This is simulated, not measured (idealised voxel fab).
Herein follows the process module entitled voxel self aligned vias.
Shown is cross-section cut, with a width of 280 nm and square cells of size 5 nm.
We lay out every cross-section as a grid of square cells and spell it out in bands from the top down, where one band means one or more rows of cells. Heads up on the band format: heights come first, top then bottom, in nm. After that it's the materials left to right, each with its width in nm. A single material flagged "full width" fills the whole band edge to edge, and "empty" means there's empty space there. For the purposes of this specification, 0 denotes the height below which the wafer in its as-received condition is composed wholly of one material, and the lowermost band, lacking a lower limit, extends downward without end, as expressed in "0 -> down". The expression "30->40" gives the width at the extremes of the band, the first number at its top row of cells and the second at its bottom row, with the width changing by equal amounts from each row to the next in between. Where a step carries "all unchanged", the cross-section came out of it unchanged, cell for cell. Empty spaces without an open route to the top, at least 8 cells in extent, make up the entry "Sealed-off cavities"; each is given as width x height at distance, where the distance is measured from the left edge, and all are in nm. Note: text after step settings on the step line = simulator remark on that step. For masked steps, "overlay nm" on the step line gives how far right of plan the mask actually lay; a minus sign means it lay to the left.
STEPS IN THE PROCESS PLAN
1,RECEIVE, material Si
2,CONFORMAL_DEP, material SiO2, thk nm 15
3,CONFORMAL_DEP, material SiCN, thk nm 5
4,DIRECTIONAL_DEP, material SiO2, thk nm 30
5,MASKED_ETCH, tone open, mask id LINES, width nm 30, pitch nm 65, etch materials SiO2, depth nm 30, overlay nm 0
6,CONFORMAL_DEP, material TiN, thk nm 5
7,FILL_DEP, material Ru, thk nm 5
8,CMP, height nm 50
9,SELECTIVE_ETCH, etch materials W Ru TiN, depth nm 5
10,FILL_DEP, material SiN, thk nm 5
11,CMP, height nm 50
12,DIRECTIONAL_DEP, material SiO2, thk nm 15
13,MASKED_ETCH, tone open, mask id VIAS, width nm 40, pitch nm 130, etch materials SiO2, depth nm 15, overlay nm 0
14,MASKED_ETCH, tone open, mask id VIAS, width nm 40, pitch nm 130, etch materials SiN, depth nm 5, overlay nm 0
15,CONFORMAL_DEP, material TiN, thk nm 5
16,FILL_DEP, material Ru, thk nm 5
17,CMP, height nm 65
18,CONFORMAL_DEP, material SiN, thk nm 5
CROSS-SECTION, INCOMING MATERIAL, AFTER STEP 1
* 0 -> down: Si full width
* Sealed-off cavities: none
FIGURE: CROSS-SECTIONAL VIEW OF THE WAFER UPON COMPLETION OF THE MODULE, PROCESSED FROM THE INITIAL STATE AND ACCORDING TO THE PLAN DEPICTED ABOVE, WITH ONE ERROR INTRODUCED DURING EXECUTION
* 70 -> 65: SiN full width
* 65 -> 50: SiO2: 55, then TiN: 5, then Ru: 30, then TiN: 5, then SiO2: 90, then TiN: 5, then Ru: 30, then TiN: 5, then SiO2: 55
* 50 -> 45: SiN: 55, then TiN: 40, then SiN: 90, then TiN: 40, then SiN: 55
* 45 -> 20: SiO2: 60, then TiN: 5, then Ru: 20, then TiN: 5, then SiO2: 35, then TiN: 5, then Ru: 20, then TiN: 5, then SiO2: 35, then TiN: 5, then Ru: 20, then TiN: 5, then SiO2: 60
* 20 -> 15: SiO2: 60, then TiN: 30, then SiO2: 35, then TiN: 30, then SiO2: 35, then TiN: 30, then SiO2: 60
* 15 -> 0: SiO2 full width
* 0 -> down: Si full width
* Sealed-off cavities: none
Want to know what went wrong? plan step 3 never ran because it was skipped
